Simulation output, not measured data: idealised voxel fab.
process module | voxel transistor to metal
cross-section cut | 205 nm wide | cells 5 nm
A cross-section is a grid of square cells, given in bands from the top down. A band is one or more rows of cells.
Each band's line starts with the height of the band's top and of its bottom, in nm. Then come its materials from left to right, each with its width in nm. One material with "throughout" fills the band from edge to edge. "air" is empty space.
Height 0 is the level under which the wafer as received is all one material. The lowest band goes on downwards, as in "0 down".
A width such as "30 to 40" changes by the same amount from each row of cells to the next, from the band's top row to its bottom row.
"no change" after a step means that no cell of the cross-section changed.
closed voids: empty space of 8 cells or more with no open way to the top, each as width x height at its distance from the left edge, in nm
after a step's settings: what the simulator itself notes on the step
overlay nm, on a step with a mask: how far to the right of its planned place the mask lay; to the left if negative
plan
1 op RECEIVE | material Si
2 op OXIDIZE | depth nm 5
3 op CONFORMAL_DEP | material SiN | thk nm 15
4 op PATTERN | tone cover | mask id ACTIVE | material resist | width nm 105 | thk nm 20 | overlay nm 0
5 op DIRECTIONAL_ETCH | etch materials SiN | depth nm 15
6 op DIRECTIONAL_ETCH | etch materials SiO2 | depth nm 5
7 op DIRECTIONAL_ETCH | etch materials Si | depth nm 35
8 op STRIP | etch materials resist
9 op FILL_DEP | material SiO2 | thk nm 10
10 op CMP | height nm 15
11 op SELECTIVE_ETCH | etch materials SiO2 | depth nm 15
12 op STRIP | etch materials SiN
13 op SELECTIVE_ETCH | etch materials SiO2 | depth nm 5
14 op OXIDIZE | depth nm 5
15 op DIRECTIONAL_DEP | material polySi | thk nm 20
16 op DIRECTIONAL_DEP | material SiCN | thk nm 15
17 op MASKED_ETCH | tone cover | mask id GATE | width nm 35 | etch materials SiCN | depth nm 25 | overlay nm 0
18 op MASKED_ETCH | tone cover | mask id GATE | width nm 35 | etch materials polySi | depth nm 30 | overlay nm 0
19 op CONFORMAL_DEP | material SiN | thk nm 10
20 op DIRECTIONAL_ETCH | etch materials SiN | depth nm 10
21 op DIRECTIONAL_ETCH | etch materials SiO2 | depth nm 5
22 op DIRECTIONAL_ETCH | etch materials Si | depth nm 10
23 op EPI | material SiGe | thk nm 10
24 op FILL_DEP | material SiO2 | thk nm 5
25 op CMP | height nm 15
26 op STRIP | etch materials polySi
27 op SELECTIVE_ETCH | etch materials SiO2 | depth nm 5
28 op CONFORMAL_DEP | material HfO2 | thk nm 5
29 op CONFORMAL_DEP | material TiN | thk nm 5
30 op FILL_DEP | material W | thk nm 5
31 op CMP | height nm 10
32 op DIRECTIONAL_DEP | material SiO2 | thk nm 10
33 op MASKED_ETCH | tone open | mask id CONTACT | width nm 15 | pitch nm 80 | etch materials SiO2 | depth nm 30 | overlay nm 0
34 op CONFORMAL_DEP | material TiN | thk nm 5
35 op FILL_DEP | material W | thk nm 10
36 op CMP | height nm 20
37 op CONFORMAL_DEP | material SiCN | thk nm 5
38 op DIRECTIONAL_DEP | material SiO2 | thk nm 20
39 op DIRECTIONAL_DEP | material aC | thk nm 15
40 op PATTERN | tone open | mask id METAL_1 | material resist | width nm 15 | pitch nm 80 | thk nm 30 | overlay nm 0
41 op DIRECTIONAL_ETCH | etch materials aC | depth nm 15
42 op STRIP | etch materials resist
43 op DIRECTIONAL_ETCH | etch materials SiO2 | depth nm 20
44 op DIRECTIONAL_ETCH | etch materials SiCN | depth nm 5
45 op STRIP | etch materials aC
46 op CONFORMAL_DEP | material TiN | thk nm 5
47 op FILL_DEP | material W | thk nm 5
48 op CMP | height nm 45
49 op EPI | material Ru | thk nm 5
50 op FILL_DEP | material SiCN | thk nm 5
51 op DIRECTIONAL_DEP | material SiO2 | thk nm 25
52 op DIRECTIONAL_DEP | material aC | thk nm 15
53 op PATTERN | tone open | mask id METAL_2 | material resist | width nm 15 | pitch nm 80 | thk nm 35 | overlay nm 0
54 op DIRECTIONAL_ETCH | etch materials aC | depth nm 15
55 op STRIP | etch materials resist
56 op DIRECTIONAL_ETCH | etch materials SiO2 | depth nm 15
57 op STRIP | etch materials aC
58 op PATTERN | tone open | mask id METAL_2_HOLES | material resist | width nm 15 | pitch nm 80 | thk nm 20 | overlay nm 0
59 op DIRECTIONAL_ETCH | etch materials SiO2 | depth nm 10
60 op DIRECTIONAL_ETCH | etch materials SiCN | depth nm 5
61 op STRIP | etch materials resist
62 op CONFORMAL_DEP | material TiN | thk nm 5
63 op FILL_DEP | material Ru | thk nm 5
64 op CMP | height nm 80
65 op CONFORMAL_DEP | material SiCN | thk nm 5
first wafer, as planned
as received, after step 1
  0 down: Si throughout
  closed voids: none
after step 2
  0 to -5: SiO2 throughout
  below -5: unchanged
after step 3
  15 to 0: SiN throughout
  below 0: unchanged
after step 4
  35 to 15: air 50 | resist 105 | air 50
  below 15: unchanged
after step 5
  35 to 15: air 50 | resist 105 | air 50
  15 to 0: air 50 | SiN 105 | air 50
  below 0: unchanged
after step 6
  35 to 15: air 50 | resist 105 | air 50
  15 to 0: air 50 | SiN 105 | air 50
  0 to -5: air 50 | SiO2 105 | air 50
  below -5: unchanged
after step 7
  35 to 15: air 50 | resist 105 | air 50
  15 to 0: air 50 | SiN 105 | air 50
  0 to -5: air 50 | SiO2 105 | air 50
  -5 to -40: air 50 | Si 105 | air 50
  below -40: unchanged
after step 8
  15 to 0: air 50 | SiN 105 | air 50
  below 0: unchanged
after step 9
  25 to 15: SiO2 throughout
  15 to 0: SiO2 50 | SiN 105 | SiO2 50
  0 to -5: SiO2 throughout
  -5 to -40: SiO2 50 | Si 105 | SiO2 50
  below -40: unchanged
after step 10
  15 to 0: SiO2 50 | SiN 105 | SiO2 50
  below 0: unchanged
after step 11
  15 to 0: air 50 | SiN 105 | air 50
  below 0: unchanged
after step 12
  0 to -5: SiO2 throughout
  below -5: unchanged
after step 13
  -5 to -40: SiO2 50 | Si 105 | SiO2 50
  below -40: unchanged
after step 14
  -5 to -10: SiO2 throughout
  below -10: unchanged
after step 15
  15 to -5: polySi throughout
  below -5: unchanged
after step 16
  30 to 15: SiCN throughout
  below 15: unchanged
after step 17
  30 to 15: air 85 | SiCN 35 | air 85
  below 15: unchanged
after step 18
  30 to 15: air 85 | SiCN 35 | air 85
  15 to -5: air 85 | polySi 35 | air 85
  below -5: unchanged
after step 19
  40 to 30: air 75 | SiN 55 | air 75
  30 to 15: air 75 | SiN 10 | SiCN 35 | SiN 10 | air 75
  15 to 5: air 75 | SiN 10 | polySi 35 | SiN 10 | air 75
  5 to -5: SiN 85 | polySi 35 | SiN 85
  below -5: unchanged
after step 20
  30 to 15: air 75 | SiN 10 | SiCN 35 | SiN 10 | air 75
  15 to -5: air 75 | SiN 10 | polySi 35 | SiN 10 | air 75
  below -5: unchanged
after step 21
  30 to 15: air 75 | SiN 10 | SiCN 35 | SiN 10 | air 75
  15 to -5: air 75 | SiN 10 | polySi 35 | SiN 10 | air 75
  -5 to -10: air 75 | SiO2 55 | air 75
  below -10: unchanged
after step 22
  30 to 15: air 75 | SiN 10 | SiCN 35 | SiN 10 | air 75
  15 to -5: air 75 | SiN 10 | polySi 35 | SiN 10 | air 75
  -5 to -10: air 75 | SiO2 55 | air 75
  -10 to -20: SiO2 50 | air 25 | Si 55 | air 25 | SiO2 50
  below -20: unchanged
after step 23
  30 to 15: air 75 | SiN 10 | SiCN 35 | SiN 10 | air 75
  15 to 0: air 75 | SiN 10 | polySi 35 | SiN 10 | air 75
  0 to -5: air 65 | SiGe 10 | SiN 10 | polySi 35 | SiN 10 | SiGe 10 | air 65
  -5 to -10: air 65 | SiGe 10 | SiO2 55 | SiGe 10 | air 65
  -10 to -20: SiO2 50 | SiGe 25 | Si 55 | SiGe 25 | SiO2 50
  below -20: unchanged
after step 24
  35 to 30: SiO2 throughout
  30 to 15: SiO2 75 | SiN 10 | SiCN 35 | SiN 10 | SiO2 75
  15 to 0: SiO2 75 | SiN 10 | polySi 35 | SiN 10 | SiO2 75
  0 to -5: SiO2 65 | SiGe 10 | SiN 10 | polySi 35 | SiN 10 | SiGe 10 | SiO2 65
  -5 to -10: SiO2 65 | SiGe 10 | SiO2 55 | SiGe 10 | SiO2 65
  below -10: unchanged
after step 25
  15 to 0: SiO2 75 | SiN 10 | polySi 35 | SiN 10 | SiO2 75
  below 0: unchanged
after step 26
  15 to 0: SiO2 75 | SiN 10 | air 35 | SiN 10 | SiO2 75
  0 to -5: SiO2 65 | SiGe 10 | SiN 10 | air 35 | SiN 10 | SiGe 10 | SiO2 65
  below -5: unchanged
after step 27
  15 to 10: air 75 | SiN 10 | air 35 | SiN 10 | air 75
  10 to 0: SiO2 75 | SiN 10 | air 35 | SiN 10 | SiO2 75
  0 to -5: SiO2 65 | SiGe 10 | SiN 10 | air 35 | SiN 10 | SiGe 10 | SiO2 65
  -5 to -10: SiO2 65 | SiGe 10 | SiO2 5 | air 45 | SiO2 5 | SiGe 10 | SiO2 65
  below -10: unchanged
after step 28
  20 to 15: air 70 | HfO2 20 | air 25 | HfO2 20 | air 70
  15 to 10: HfO2 75 | SiN 10 | HfO2 5 | air 25 | HfO2 5 | SiN 10 | HfO2 75
  10 to 0: SiO2 75 | SiN 10 | HfO2 5 | air 25 | HfO2 5 | SiN 10 | SiO2 75
  0 to -5: SiO2 65 | SiGe 10 | SiN 10 | HfO2 5 | air 25 | HfO2 5 | SiN 10 | SiGe 10 | SiO2 65
  -5 to -10: SiO2 65 | SiGe 10 | SiO2 5 | HfO2 45 | SiO2 5 | SiGe 10 | SiO2 65
  below -10: unchanged
after step 29
  25 to 20: air 65 | TiN 30 | air 15 | TiN 30 | air 65
  20 to 15: TiN 70 | HfO2 20 | TiN 5 | air 15 | TiN 5 | HfO2 20 | TiN 70
  15 to 10: HfO2 75 | SiN 10 | HfO2 5 | TiN 5 | air 15 | TiN 5 | HfO2 5 | SiN 10 | HfO2 75
  10 to 0: SiO2 75 | SiN 10 | HfO2 5 | TiN 5 | air 15 | TiN 5 | HfO2 5 | SiN 10 | SiO2 75
  0 to -5: SiO2 65 | SiGe 10 | SiN 10 | HfO2 5 | TiN 25 | HfO2 5 | SiN 10 | SiGe 10 | SiO2 65
  below -5: unchanged
after step 30
  30 to 25: W throughout
  25 to 20: W 65 | TiN 30 | W 15 | TiN 30 | W 65
  20 to 15: TiN 70 | HfO2 20 | TiN 5 | W 15 | TiN 5 | HfO2 20 | TiN 70
  15 to 10: HfO2 75 | SiN 10 | HfO2 5 | TiN 5 | W 15 | TiN 5 | HfO2 5 | SiN 10 | HfO2 75
  10 to 0: SiO2 75 | SiN 10 | HfO2 5 | TiN 5 | W 15 | TiN 5 | HfO2 5 | SiN 10 | SiO2 75
  below 0: unchanged
after step 31
  10 to 0: SiO2 75 | SiN 10 | HfO2 5 | TiN 5 | W 15 | TiN 5 | HfO2 5 | SiN 10 | SiO2 75
  below 0: unchanged
after step 32
  20 to 10: SiO2 throughout
  below 10: unchanged
after step 33
  20 to 10: SiO2 55 | air 15 | SiO2 65 | air 15 | SiO2 55
  10 to 0: SiO2 55 | air 15 | SiO2 5 | SiN 10 | HfO2 5 | TiN 5 | W 15 | TiN 5 | HfO2 5 | SiN 10 | SiO2 5 | air 15 | SiO2 55
  0 to -5: SiO2 55 | air 10 | SiGe 10 | SiN 10 | HfO2 5 | TiN 25 | HfO2 5 | SiN 10 | SiGe 10 | air 10 | SiO2 55
  -5 to -10: SiO2 55 | air 10 | SiGe 10 | SiO2 5 | HfO2 45 | SiO2 5 | SiGe 10 | air 10 | SiO2 55
  below -10: unchanged
after step 34
  25 to 20: TiN 60 | air 5 | TiN 75 | air 5 | TiN 60
  20 to 10: SiO2 55 | TiN 5 | air 5 | TiN 5 | SiO2 65 | TiN 5 | air 5 | TiN 5 | SiO2 55
  10 to 5: SiO2 55 | TiN 5 | air 5 | TiN 5 | SiO2 5 | SiN 10 | HfO2 5 | TiN 5 | W 15 | TiN 5 | HfO2 5 | SiN 10 | SiO2 5 | TiN 5 | air 5 | TiN 5 | SiO2 55
  5 to 0: SiO2 55 | TiN 15 | SiO2 5 | SiN 10 | HfO2 5 | TiN 5 | W 15 | TiN 5 | HfO2 5 | SiN 10 | SiO2 5 | TiN 15 | SiO2 55
  0 to -5: SiO2 55 | TiN 10 | SiGe 10 | SiN 10 | HfO2 5 | TiN 25 | HfO2 5 | SiN 10 | SiGe 10 | TiN 10 | SiO2 55
  -5 to -10: SiO2 55 | TiN 10 | SiGe 10 | SiO2 5 | HfO2 45 | SiO2 5 | SiGe 10 | TiN 10 | SiO2 55
  below -10: unchanged
after step 35
  35 to 25: W throughout
  25 to 20: TiN 60 | W 5 | TiN 75 | W 5 | TiN 60
  20 to 10: SiO2 55 | TiN 5 | W 5 | TiN 5 | SiO2 65 | TiN 5 | W 5 | TiN 5 | SiO2 55
  10 to 5: SiO2 55 | TiN 5 | W 5 | TiN 5 | SiO2 5 | SiN 10 | HfO2 5 | TiN 5 | W 15 | TiN 5 | HfO2 5 | SiN 10 | SiO2 5 | TiN 5 | W 5 | TiN 5 | SiO2 55
  below 5: unchanged
after step 36
  20 to 10: SiO2 55 | TiN 5 | W 5 | TiN 5 | SiO2 65 | TiN 5 | W 5 | TiN 5 | SiO2 55
  below 10: unchanged
after step 37
  25 to 20: SiCN throughout
  below 20: unchanged
after step 38
  45 to 25: SiO2 throughout
  below 25: unchanged
after step 39
  60 to 45: aC throughout
  below 45: unchanged
after step 40
  90 to 60: resist 55 | air 15 | resist 65 | air 15 | resist 55
  below 60: unchanged
after step 41
  75 to 60: resist 55 | air 15 | resist 65 | air 15 | resist 55
  60 to 45: aC 55 | air 15 | aC 65 | air 15 | aC 55
  below 45: unchanged
after step 42
  60 to 45: aC 55 | air 15 | aC 65 | air 15 | aC 55
  below 45: unchanged
after step 43
  60 to 45: aC 55 | air 15 | aC 65 | air 15 | aC 55
  45 to 25: SiO2 55 | air 15 | SiO2 65 | air 15 | SiO2 55
  below 25: unchanged
after step 44
  60 to 45: aC 55 | air 15 | aC 65 | air 15 | aC 55
  45 to 25: SiO2 55 | air 15 | SiO2 65 | air 15 | SiO2 55
  25 to 20: SiCN 55 | air 15 | SiCN 65 | air 15 | SiCN 55
  below 20: unchanged
after step 45
  45 to 25: SiO2 55 | air 15 | SiO2 65 | air 15 | SiO2 55
  below 25: unchanged
after step 46
  50 to 45: TiN 60 | air 5 | TiN 75 | air 5 | TiN 60
  45 to 25: SiO2 55 | TiN 5 | air 5 | TiN 5 | SiO2 65 | TiN 5 | air 5 | TiN 5 | SiO2 55
  25 to 20: SiCN 55 | TiN 15 | SiCN 65 | TiN 15 | SiCN 55
  below 20: unchanged
after step 47
  55 to 50: W throughout
  50 to 45: TiN 60 | W 5 | TiN 75 | W 5 | TiN 60
  45 to 25: SiO2 55 | TiN 5 | W 5 | TiN 5 | SiO2 65 | TiN 5 | W 5 | TiN 5 | SiO2 55
  below 25: unchanged
after step 48
  45 to 25: SiO2 55 | TiN 5 | W 5 | TiN 5 | SiO2 65 | TiN 5 | W 5 | TiN 5 | SiO2 55
  below 25: unchanged
after step 49
  50 to 45: air 50 | Ru 25 | air 55 | Ru 25 | air 50
  below 45: unchanged
after step 50
  55 to 50: SiCN throughout
  50 to 45: SiCN 50 | Ru 25 | SiCN 55 | Ru 25 | SiCN 50
  below 45: unchanged
after step 51
  80 to 55: SiO2 throughout
  below 55: unchanged
after step 52
  95 to 80: aC throughout
  below 80: unchanged
after step 53
  130 to 95: resist 55 | air 15 | resist 65 | air 15 | resist 55
  below 95: unchanged
after step 54
  115 to 95: resist 55 | air 15 | resist 65 | air 15 | resist 55
  95 to 80: aC 55 | air 15 | aC 65 | air 15 | aC 55
  below 80: unchanged
after step 55
  95 to 80: aC 55 | air 15 | aC 65 | air 15 | aC 55
  below 80: unchanged
after step 56
  95 to 80: aC 55 | air 15 | aC 65 | air 15 | aC 55
  80 to 65: SiO2 55 | air 15 | SiO2 65 | air 15 | SiO2 55
  below 65: unchanged
after step 57
  80 to 65: SiO2 55 | air 15 | SiO2 65 | air 15 | SiO2 55
  below 65: unchanged
after step 58
  100 to 80: resist 55 | air 15 | resist 65 | air 15 | resist 55
  below 80: unchanged
after step 59
  100 to 80: resist 55 | air 15 | resist 65 | air 15 | resist 55
  80 to 55: SiO2 55 | air 15 | SiO2 65 | air 15 | SiO2 55
  below 55: unchanged
after step 60
  100 to 80: resist 55 | air 15 | resist 65 | air 15 | resist 55
  80 to 55: SiO2 55 | air 15 | SiO2 65 | air 15 | SiO2 55
  55 to 50: SiCN 55 | air 15 | SiCN 65 | air 15 | SiCN 55
  below 50: unchanged
after step 61
  80 to 55: SiO2 55 | air 15 | SiO2 65 | air 15 | SiO2 55
  below 55: unchanged
after step 62
  85 to 80: TiN 60 | air 5 | TiN 75 | air 5 | TiN 60
  80 to 55: SiO2 55 | TiN 5 | air 5 | TiN 5 | SiO2 65 | TiN 5 | air 5 | TiN 5 | SiO2 55
  55 to 50: SiCN 55 | TiN 15 | SiCN 65 | TiN 15 | SiCN 55
  below 50: unchanged
after step 63
  90 to 85: Ru throughout
  85 to 80: TiN 60 | Ru 5 | TiN 75 | Ru 5 | TiN 60
  80 to 55: SiO2 55 | TiN 5 | Ru 5 | TiN 5 | SiO2 65 | TiN 5 | Ru 5 | TiN 5 | SiO2 55
  below 55: unchanged
after step 64
  80 to 55: SiO2 55 | TiN 5 | Ru 5 | TiN 5 | SiO2 65 | TiN 5 | Ru 5 | TiN 5 | SiO2 55
  below 55: unchanged
after step 65
  85 to 80: SiCN throughout
  below 80: unchanged
second wafer: like start, like plan, one mistake. Through step 27 it matches the first wafer
when step 28 should have ended: no change
when step 29 should have ended
  20 to 15: air 70 | TiN 20 | air 25 | TiN 20 | air 70
  15 to 10: TiN 75 | SiN 10 | TiN 5 | air 25 | TiN 5 | SiN 10 | TiN 75
  10 to 0: SiO2 75 | SiN 10 | TiN 5 | air 25 | TiN 5 | SiN 10 | SiO2 75
  0 to -5: SiO2 65 | SiGe 10 | SiN 10 | TiN 5 | air 25 | TiN 5 | SiN 10 | SiGe 10 | SiO2 65
  -5 to -10: SiO2 65 | SiGe 10 | SiO2 5 | TiN 45 | SiO2 5 | SiGe 10 | SiO2 65
  below -10: unchanged
when step 30 should have ended
  25 to 20: W throughout
  20 to 15: W 70 | TiN 20 | W 25 | TiN 20 | W 70
  15 to 10: TiN 75 | SiN 10 | TiN 5 | W 25 | TiN 5 | SiN 10 | TiN 75
  10 to 0: SiO2 75 | SiN 10 | TiN 5 | W 25 | TiN 5 | SiN 10 | SiO2 75
  0 to -5: SiO2 65 | SiGe 10 | SiN 10 | TiN 5 | W 25 | TiN 5 | SiN 10 | SiGe 10 | SiO2 65
  below -5: unchanged
when step 31 should have ended
  10 to 0: SiO2 75 | SiN 10 | TiN 5 | W 25 | TiN 5 | SiN 10 | SiO2 75
  below 0: unchanged
when step 32 should have ended
  20 to 10: SiO2 throughout
  below 10: unchanged
when step 33 should have ended
  20 to 10: SiO2 55 | air 15 | SiO2 65 | air 15 | SiO2 55
  10 to 0: SiO2 55 | air 15 | SiO2 5 | SiN 10 | TiN 5 | W 25 | TiN 5 | SiN 10 | SiO2 5 | air 15 | SiO2 55
  0 to -5: SiO2 55 | air 10 | SiGe 10 | SiN 10 | TiN 5 | W 25 | TiN 5 | SiN 10 | SiGe 10 | air 10 | SiO2 55
  -5 to -10: SiO2 55 | air 10 | SiGe 10 | SiO2 5 | TiN 45 | SiO2 5 | SiGe 10 | air 10 | SiO2 55
  below -10: unchanged
when step 34 should have ended
  25 to 20: TiN 60 | air 5 | TiN 75 | air 5 | TiN 60
  20 to 10: SiO2 55 | TiN 5 | air 5 | TiN 5 | SiO2 65 | TiN 5 | air 5 | TiN 5 | SiO2 55
  10 to 5: SiO2 55 | TiN 5 | air 5 | TiN 5 | SiO2 5 | SiN 10 | TiN 5 | W 25 | TiN 5 | SiN 10 | SiO2 5 | TiN 5 | air 5 | TiN 5 | SiO2 55
  5 to 0: SiO2 55 | TiN 15 | SiO2 5 | SiN 10 | TiN 5 | W 25 | TiN 5 | SiN 10 | SiO2 5 | TiN 15 | SiO2 55
  0 to -5: SiO2 55 | TiN 10 | SiGe 10 | SiN 10 | TiN 5 | W 25 | TiN 5 | SiN 10 | SiGe 10 | TiN 10 | SiO2 55
  -5 to -10: SiO2 55 | TiN 10 | SiGe 10 | SiO2 5 | TiN 45 | SiO2 5 | SiGe 10 | TiN 10 | SiO2 55
  below -10: unchanged
when step 35 should have ended
  35 to 25: W throughout
  25 to 20: TiN 60 | W 5 | TiN 75 | W 5 | TiN 60
  20 to 10: SiO2 55 | TiN 5 | W 5 | TiN 5 | SiO2 65 | TiN 5 | W 5 | TiN 5 | SiO2 55
  10 to 5: SiO2 55 | TiN 5 | W 5 | TiN 5 | SiO2 5 | SiN 10 | TiN 5 | W 25 | TiN 5 | SiN 10 | SiO2 5 | TiN 5 | W 5 | TiN 5 | SiO2 55
  below 5: unchanged
when step 36 should have ended
  20 to 10: SiO2 55 | TiN 5 | W 5 | TiN 5 | SiO2 65 | TiN 5 | W 5 | TiN 5 | SiO2 55
  below 10: unchanged
when step 37 should have ended
  25 to 20: SiCN throughout
  below 20: unchanged
when step 38 should have ended
  45 to 25: SiO2 throughout
  below 25: unchanged
when step 39 should have ended
  60 to 45: aC throughout
  below 45: unchanged
when step 40 should have ended
  90 to 60: resist 55 | air 15 | resist 65 | air 15 | resist 55
  below 60: unchanged
when step 41 should have ended
  75 to 60: resist 55 | air 15 | resist 65 | air 15 | resist 55
  60 to 45: aC 55 | air 15 | aC 65 | air 15 | aC 55
  below 45: unchanged
when step 42 should have ended
  60 to 45: aC 55 | air 15 | aC 65 | air 15 | aC 55
  below 45: unchanged
when step 43 should have ended
  60 to 45: aC 55 | air 15 | aC 65 | air 15 | aC 55
  45 to 25: SiO2 55 | air 15 | SiO2 65 | air 15 | SiO2 55
  below 25: unchanged
when step 44 should have ended
  60 to 45: aC 55 | air 15 | aC 65 | air 15 | aC 55
  45 to 25: SiO2 55 | air 15 | SiO2 65 | air 15 | SiO2 55
  25 to 20: SiCN 55 | air 15 | SiCN 65 | air 15 | SiCN 55
  below 20: unchanged
when step 45 should have ended
  45 to 25: SiO2 55 | air 15 | SiO2 65 | air 15 | SiO2 55
  below 25: unchanged
when step 46 should have ended
  50 to 45: TiN 60 | air 5 | TiN 75 | air 5 | TiN 60
  45 to 25: SiO2 55 | TiN 5 | air 5 | TiN 5 | SiO2 65 | TiN 5 | air 5 | TiN 5 | SiO2 55
  25 to 20: SiCN 55 | TiN 15 | SiCN 65 | TiN 15 | SiCN 55
  below 20: unchanged
when step 47 should have ended
  55 to 50: W throughout
  50 to 45: TiN 60 | W 5 | TiN 75 | W 5 | TiN 60
  45 to 25: SiO2 55 | TiN 5 | W 5 | TiN 5 | SiO2 65 | TiN 5 | W 5 | TiN 5 | SiO2 55
  below 25: unchanged
when step 48 should have ended
  45 to 25: SiO2 55 | TiN 5 | W 5 | TiN 5 | SiO2 65 | TiN 5 | W 5 | TiN 5 | SiO2 55
  below 25: unchanged
when step 49 should have ended
  50 to 45: air 50 | Ru 25 | air 55 | Ru 25 | air 50
  below 45: unchanged
when step 50 should have ended
  55 to 50: SiCN throughout
  50 to 45: SiCN 50 | Ru 25 | SiCN 55 | Ru 25 | SiCN 50
  below 45: unchanged
when step 51 should have ended
  80 to 55: SiO2 throughout
  below 55: unchanged
when step 52 should have ended
  95 to 80: aC throughout
  below 80: unchanged
when step 53 should have ended
  130 to 95: resist 55 | air 15 | resist 65 | air 15 | resist 55
  below 95: unchanged
when step 54 should have ended
  115 to 95: resist 55 | air 15 | resist 65 | air 15 | resist 55
  95 to 80: aC 55 | air 15 | aC 65 | air 15 | aC 55
  below 80: unchanged
when step 55 should have ended
  95 to 80: aC 55 | air 15 | aC 65 | air 15 | aC 55
  below 80: unchanged
when step 56 should have ended
  95 to 80: aC 55 | air 15 | aC 65 | air 15 | aC 55
  80 to 65: SiO2 55 | air 15 | SiO2 65 | air 15 | SiO2 55
  below 65: unchanged
when step 57 should have ended
  80 to 65: SiO2 55 | air 15 | SiO2 65 | air 15 | SiO2 55
  below 65: unchanged
when step 58 should have ended
  100 to 80: resist 55 | air 15 | resist 65 | air 15 | resist 55
  below 80: unchanged
when step 59 should have ended
  100 to 80: resist 55 | air 15 | resist 65 | air 15 | resist 55
  80 to 55: SiO2 55 | air 15 | SiO2 65 | air 15 | SiO2 55
  below 55: unchanged
when step 60 should have ended
  100 to 80: resist 55 | air 15 | resist 65 | air 15 | resist 55
  80 to 55: SiO2 55 | air 15 | SiO2 65 | air 15 | SiO2 55
  55 to 50: SiCN 55 | air 15 | SiCN 65 | air 15 | SiCN 55
  below 50: unchanged
when step 61 should have ended
  80 to 55: SiO2 55 | air 15 | SiO2 65 | air 15 | SiO2 55
  below 55: unchanged
when step 62 should have ended
  85 to 80: TiN 60 | air 5 | TiN 75 | air 5 | TiN 60
  80 to 55: SiO2 55 | TiN 5 | air 5 | TiN 5 | SiO2 65 | TiN 5 | air 5 | TiN 5 | SiO2 55
  55 to 50: SiCN 55 | TiN 15 | SiCN 65 | TiN 15 | SiCN 55
  below 50: unchanged
when step 63 should have ended
  90 to 85: Ru throughout
  85 to 80: TiN 60 | Ru 5 | TiN 75 | Ru 5 | TiN 60
  80 to 55: SiO2 55 | TiN 5 | Ru 5 | TiN 5 | SiO2 65 | TiN 5 | Ru 5 | TiN 5 | SiO2 55
  below 55: unchanged
when step 64 should have ended
  80 to 55: SiO2 55 | TiN 5 | Ru 5 | TiN 5 | SiO2 65 | TiN 5 | Ru 5 | TiN 5 | SiO2 55
  below 55: unchanged
when step 65 should have ended
  85 to 80: SiCN throughout
  below 80: unchanged
what went wrong: step 28 was left out
at the end the second wafer has, in cells: 15 fewer of HfO2 | 6 more of TiN | 9 more of W
